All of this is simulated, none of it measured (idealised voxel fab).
Proc. module: voxel spacer lines
Displayed cross-section: cut, width of 300 nm, square cells sized 5 nm.
We lay out every cross-section as a grid of square cells and spell it out in bands from the top down, where one band means one or more rows of cells.
Top height, bottom height, nm. Materials left to right, width each, nm. Single material + "everywhere" = fills band edge to edge. "blank" = empty.
Note: height 0 marks the level under which the wafer is uniformly one material as received. Lowest band unbounded below, written "from 0 down".
A two-number width, for instance "30->40", indicates that the width is equal to the first number in the top row of the band and to the second number in the bottom row, and that it changes by a constant amount per row of cells.
Reading "no change" for a step: not a cell of the cross-section changed in it.
This entry, "Closed void register", enumerates those empty regions of no fewer than 8 cells that possess no open connection to the top. Each region is reported in the form width x height at distance, the distance being taken from the left edge, with all three quantities expressed in nm.
Whatever follows a step's settings on its line is a remark the simulator itself makes about that step.
On any step carrying a mask, the "overlay nm" setting, if present on the step's line, tells how far right of its planned place the mask lay; negative values point to the left.
# The planned process steps are enumerated hereunder
1) op RECEIVE | material Si
2) op CONFORMAL_DEP | material SiO2 | thk nm 5
3) op DIRECTIONAL_DEP | material W | thk nm 10
4) op DIRECTIONAL_DEP | material polySi | thk nm 30
5) op PATTERN | tone cover | mask id MANDREL | material resist | width nm 20 | pitch nm 70 | thk nm 35 | overlay nm 0
6) op DIRECTIONAL_ETCH | etch materials polySi | depth nm 30
7) op STRIP | etch materials resist
8) op CONFORMAL_DEP | material SiN | thk nm 15
9) op DIRECTIONAL_ETCH | etch materials SiN | depth nm 15
10) op STRIP | etch materials polySi
11) op DIRECTIONAL_ETCH | etch materials W | depth nm 10
12) op STRIP | etch materials SiN
13) op FILL_DEP | material SiO2 | thk nm 5
14) op CMP | height nm 15
# Here's what the wafer looked like in cross-section when it arrived - that's after step 1
  from 0 down  Si everywhere
  Closed void register: none
# Look at the cross-section after the module: the wafer started out the way shown above and the plan was the one shown above, yet one mistake was made along the way
  from 15 to 10  SiO2 everywhere
  from 10 to 0  55 SiO2; 15 W; 20 SiO2; 15 W; 20 SiO2; 15 W; 20 SiO2; 15 W; 20 SiO2; 15 W; 20 SiO2; 15 W; 55 SiO2
  from 0 down  Si everywhere
  Closed void register: none
What went wrong in running the wafer? plan step 2: skipped, not run
